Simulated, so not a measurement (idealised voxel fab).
This section sets out a process module, namely voxel self aligned vias.
The figure presents cross-section cut, which has a width of 220 nm and is divided into square cells with an edge length of 5 nm.
Bands, listed from the top down, are how a cross-section gets written in this document; the cross-section itself is a grid of square cells, and a band is one or more rows of them. This entry defines a band. It first specifies the height of the band's top and the height of its bottom in nm, and then specifies the band's materials from left to right, stating each material with its width in nm. The word "edge to edge" identifies a single material that fills the band from edge to edge, while the word "air" identifies empty space. It should be noted that heights are counted from 0, beneath which the wafer as supplied is of one material throughout, and that the lowest band possesses no lower boundary but continues downward, as written in "0 down". You'd read "30->40" like this: the band's top row of cells is as wide as the first number, its bottom row is as wide as the second, and going down, every row changes width by the same amount as the row before did. What does "nothing different" mean for a step? It means no cell of the cross-section changed in that step. Closed empty spaces (no open way to the top) of 8 cells or more are what "Closed empty spaces" lists, each as width x height at distance from the left edge, nm for all three. Post-settings text on a step line: simulator's own remark regarding the step. overlay nm: step with mask; distance mask lay right of planned place; negative value = left of planned place.

Planned step list for the process
1. op RECEIVE | material Si
2. op CONFORMAL_DEP | material SiO2 | thk nm 15
3. op CONFORMAL_DEP | material SiCN | thk nm 5
4. op DIRECTIONAL_DEP | material lowk | thk nm 30
5. op MASKED_ETCH | tone open | mask id LINES | width nm 25 | pitch nm 50 | etch materials lowk | depth nm 30 | overlay nm 0
6. op CONFORMAL_DEP | material TiN | thk nm 5
7. op FILL_DEP | material W | thk nm 5
8. op CMP | height nm 50
9. op SELECTIVE_ETCH | etch materials W Ru TiN | depth nm 5
10. op FILL_DEP | material SiN | thk nm 10
11. op CMP | height nm 50
12. op DIRECTIONAL_DEP | material lowk | thk nm 20
13. op PATTERN | tone open | mask id VIAS | material resist | width nm 35 | pitch nm 50 | thk nm 15 | overlay nm 0
14. op DIRECTIONAL_ETCH | etch materials lowk | depth nm 20
15. op DIRECTIONAL_ETCH | etch materials SiN | depth nm 5
16. op STRIP | etch materials resist
17. op CONFORMAL_DEP | material TiN | thk nm 5
18. op FILL_DEP | material Cu | thk nm 5
19. op CMP | height nm 70
20. op CONFORMAL_DEP | material SiN | thk nm 5

Delivered wafer in cross-section: state after step 1
  0 down = Si edge to edge
  Closed empty spaces: none

The plan above was carried out on the starting structure above with one mistake, and this cross-section shows the wafer at the end of the module
  75 to 70 = SiN edge to edge
  70 to 55 = lowk (40), then TiN (5), then Cu (25), then TiN (5), then lowk (15), then TiN (5), then Cu (25), then TiN (5), then lowk (15), then TiN (5), then Cu (25), then TiN (5), then lowk (45)
  55 to 50 = lowk (40), then TiN (35), then lowk (15), then TiN (35), then lowk (15), then TiN (35), then lowk (45)
  50 to 45 = SiCN edge to edge
  45 to 15 = lowk edge to edge
  15 to 0 = SiO2 edge to edge
  0 down = Si edge to edge
  Closed empty spaces: none
Processing error: plan vs actual: 3 and 4 interchanged
